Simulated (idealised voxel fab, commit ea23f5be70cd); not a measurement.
This is a process module. Its name is voxel plated lines.
The figure presents cross-section cut, which has a width of 240 nm and is divided into square cells with an edge length of 5 nm.
Cross-section layout: square cells on a grid; listed as bands, top to bottom; a band spans one or more cell rows.
The entry gives the band's vertical extent as a top height and a bottom height in nm, then its horizontal make-up as materials from left to right, each with a width in nm. "air" stands for empty space; a single material marked "everywhere" fills the band edge to edge.
Zero point of the height axis is 0; under it, received wafer = one material. Lowest band: continues down indefinitely, "0..down".
A two-number width, for instance "30->40", indicates that the width is equal to the first number in the top row of the band and to the second number in the bottom row, and that it changes by a constant amount per row of cells.
Reading "no alterations made" for a step: not a cell of the cross-section changed in it.
Closed empty spaces (no open way to the top) of 8 cells or more are what "Voids, fully enclosed" lists, each as width x height at distance from the left edge, nm for all three.
On a step's line, text after the settings is the simulator commenting on that step.
You can add "overlay nm" to a step's line. For a step with a mask, it describes how far the mask lay to the right of its planned position, and a negative number describes a lay to the left.
### List of planned process steps
1. RECEIVE, material Si
2. CONFORMAL_DEP, material SiO2, thk nm 5
3. DIRECTIONAL_DEP, material TiN, thk nm 5
4. PATTERN, tone open, mask id LINES, material resist, width nm 25, pitch nm 50, thk nm 25, overlay nm 0
5. EPI, material Ru, thk nm 5
6. EPI, material Ru, thk nm 10
7. STRIP, etch materials resist
8. DIRECTIONAL_ETCH, etch materials TiN, depth nm 5
9. CONFORMAL_DEP, material SiCN, thk nm 5
### First wafer out of two, processed as planned
### As-received wafer cross-section (after step 1)
- 0..down  Si everywhere
- Voids, fully enclosed: none
### Sectional view: wafer, after step 2
- 5..0  SiO2 everywhere
- Below a height of 0, the structure has not been altered.
### Sectional view: wafer, after step 3
- 10..5  TiN everywhere
- Below a height of 5, the structure has not been altered.
### Sectional view: wafer, after step 4
- 35..10  55 resist, then 25 air, then 25 resist, then 25 air, then 25 resist, then 25 air, then 60 resist
- Below a height of 10, the structure has not been altered.
### Sectional view: wafer, after step 5
- 35..15  55 resist, then 25 air, then 25 resist, then 25 air, then 25 resist, then 25 air, then 60 resist
- 15..10  55 resist, then 25 Ru, then 25 resist, then 25 Ru, then 25 resist, then 25 Ru, then 60 resist
- Below a height of 10, the structure has not been altered.
### Sectional view: wafer, after step 6
- 35..25  55 resist, then 25 air, then 25 resist, then 25 air, then 25 resist, then 25 air, then 60 resist
- 25..10  55 resist, then 25 Ru, then 25 resist, then 25 Ru, then 25 resist, then 25 Ru, then 60 resist
- Below a height of 10, the structure has not been altered.
### Sectional view: wafer, after step 7
- 25..10  55 air, then 25 Ru, then 25 air, then 25 Ru, then 25 air, then 25 Ru, then 60 air
- Below a height of 10, the structure has not been altered.
### Sectional view: wafer, after step 8
- 25..10  55 air, then 25 Ru, then 25 air, then 25 Ru, then 25 air, then 25 Ru, then 60 air
- 10..5  55 air, then 25 TiN, then 25 air, then 25 TiN, then 25 air, then 25 TiN, then 60 air
- Below a height of 5, the structure has not been altered.
### Sectional view: wafer, after step 9
- 30..25  50 air, then 35 SiCN, then 15 air, then 35 SiCN, then 15 air, then 35 SiCN, then 55 air
- 25..10  50 air, then 5 SiCN, then 25 Ru, then 5 SiCN, then 15 air, then 5 SiCN, then 25 Ru, then 5 SiCN, then 15 air, then 5 SiCN, then 25 Ru, then 5 SiCN, then 55 air
- 10..5  55 SiCN, then 25 TiN, then 25 SiCN, then 25 TiN, then 25 SiCN, then 25 TiN, then 60 SiCN
- Below a height of 5, the structure has not been altered.
### Second wafer: same start and same plan as the first, one execution error; identical to the first through step 3
### Second wafer, cut view, end of step 4 per plan
- 35..10  60 resist, then 20 air, then 30 resist, then 20 air, then 30 resist, then 20 air, then 60 resist
- Below a height of 10, the structure has not been altered.
### Second wafer, cut view, end of step 5 per plan
- 35..15  60 resist, then 20 air, then 30 resist, then 20 air, then 30 resist, then 20 air, then 60 resist
- 15..10  60 resist, then 20 Ru, then 30 resist, then 20 Ru, then 30 resist, then 20 Ru, then 60 resist
- Below a height of 10, the structure has not been altered.
### Second wafer, cut view, end of step 6 per plan
- 35..25  60 resist, then 20 air, then 30 resist, then 20 air, then 30 resist, then 20 air, then 60 resist
- 25..10  60 resist, then 20 Ru, then 30 resist, then 20 Ru, then 30 resist, then 20 Ru, then 60 resist
- Below a height of 10, the structure has not been altered.
### Second wafer, cut view, end of step 7 per plan
- 25..10  60 air, then 20 Ru, then 30 air, then 20 Ru, then 30 air, then 20 Ru, then 60 air
- Below a height of 10, the structure has not been altered.
### Second wafer, cut view, end of step 8 per plan
- 25..10  60 air, then 20 Ru, then 30 air, then 20 Ru, then 30 air, then 20 Ru, then 60 air
- 10..5  60 air, then 20 TiN, then 30 air, then 20 TiN, then 30 air, then 20 TiN, then 60 air
- Below a height of 5, the structure has not been altered.
### Second wafer, cut view, end of step 9 per plan
- 30..25  55 air, then 30 SiCN, then 20 air, then 30 SiCN, then 20 air, then 30 SiCN, then 55 air
- 25..10  55 air, then 5 SiCN, then 20 Ru, then 5 SiCN, then 20 air, then 5 SiCN, then 20 Ru, then 5 SiCN, then 20 air, then 5 SiCN, then 20 Ru, then 5 SiCN, then 55 air
- 10..5  60 SiCN, then 20 TiN, then 30 SiCN, then 20 TiN, then 30 SiCN, then 20 TiN, then 60 SiCN
- Below a height of 5, the structure has not been altered.
The plan and the run diverged here: step 4 changed vs plan, executed as PATTERN, tone open, mask id LINES, material resist, width nm 20, pitch nm 50, thk nm 25, overlay nm 0
It is noted that, at the conclusion of processing, the second wafer exhibits a higher or lower cell count for certain materials relative to the first: 9 fewer of Ru, 3 fewer of TiN
